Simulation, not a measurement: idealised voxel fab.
process module | voxel self aligned contacts
cross-section cut | 225 nm wide | cells 5 nm
A cross-section is a grid of square cells, given in bands from the top down. A band is one or more rows of cells.
Each band's line starts with the height of the band's top and of its bottom, in nm. Then come its materials from left to right, each with its width in nm. One material with "throughout" fills the band from edge to edge. "air" is empty space.
Height 0 is the level under which the wafer as received is all one material. The lowest band goes on downwards, as in "0 down".
A width such as "30 to 40" changes by the same amount from each row of cells to the next, from the band's top row to its bottom row.
"no change" after a step means that no cell of the cross-section changed.
closed voids: empty space of 8 cells or more with no open way to the top, each as width x height at its distance from the left edge, in nm
after a step's settings: what the simulator itself notes on the step
overlay nm, on a step with a mask: how far to the right of its planned place the mask lay; to the left if negative
plan
1 op RECEIVE | material Si
2 op CONFORMAL_DEP | material SiO2 | thk nm 5
3 op DIRECTIONAL_DEP | material polySi | thk nm 25
4 op DIRECTIONAL_DEP | material SiN | thk nm 20
5 op MASKED_ETCH | tone cover | mask id GATE | width nm 30 | pitch nm 70 | etch materials SiN | depth nm 20 | overlay nm 0
6 op MASKED_ETCH | tone cover | mask id GATE | width nm 30 | pitch nm 70 | etch materials polySi | depth nm 25 | overlay nm 0
7 op CONFORMAL_DEP | material SiN | thk nm 10
8 op DIRECTIONAL_ETCH | etch materials SiN | depth nm 10
9 op FILL_DEP | material SiO2 | thk nm 10
10 op CMP | height nm 55
11 op PATTERN | tone open | mask id CONTACT | material resist | width nm 50 | thk nm 20 | overlay nm 0
12 op DIRECTIONAL_ETCH | etch materials SiO2 | depth nm 55
13 op STRIP | etch materials resist
14 op CONFORMAL_DEP | material TiN | thk nm 5
15 op FILL_DEP | material Ru | thk nm 10
16 op CMP | height nm 55
17 op CONFORMAL_DEP | material SiCN | thk nm 5
as received, after step 1
  0 down: Si throughout
  closed voids: none
first wafer at the end, as planned
  60 to 55: SiCN throughout
  55 to 50: SiO2 85 | TiN 20 | Ru 10 | TiN 20 | SiO2 90
  50 to 30: SiO2 50 | SiN 50 | TiN 5 | Ru 10 | TiN 5 | SiN 50 | SiO2 55
  30 to 5: SiO2 50 | SiN 10 | polySi 30 | SiN 10 | TiN 5 | Ru 10 | TiN 5 | SiN 10 | polySi 30 | SiN 10 | SiO2 55
  5 to 0: SiO2 100 | TiN 20 | SiO2 105
  0 down: Si throughout
  closed voids: none
second wafer at the end: like start, like plan, one mistake
  60 to 55: SiCN throughout
  55 to 50: SiO2 85 | TiN 20 | Ru 10 | TiN 20 | SiO2 90
  50 to 30: SiO2 50 | SiN 50 | TiN 5 | Ru 10 | TiN 5 | SiN 50 | SiO2 55
  30 to 20: SiO2 50 | SiN 10 | polySi 30 | SiN 10 | TiN 5 | Ru 10 | TiN 5 | SiN 10 | polySi 30 | SiN 10 | SiO2 55
  20 to 15: SiO2 50 | SiN 10 | polySi 30 | SiN 10 | TiN 20 | SiN 10 | polySi 30 | SiN 10 | SiO2 55
  15 to 5: SiN 60 | polySi 30 | SiN 40 | polySi 30 | SiN 65
  5 to 0: SiO2 throughout
  0 down: Si throughout
  closed voids: none
what went wrong: steps 7 and 8 were swapped
at the end the second wafer has, in cells: 6 fewer of Ru | 50 more of SiN | 38 fewer of SiO2 | 6 fewer of TiN
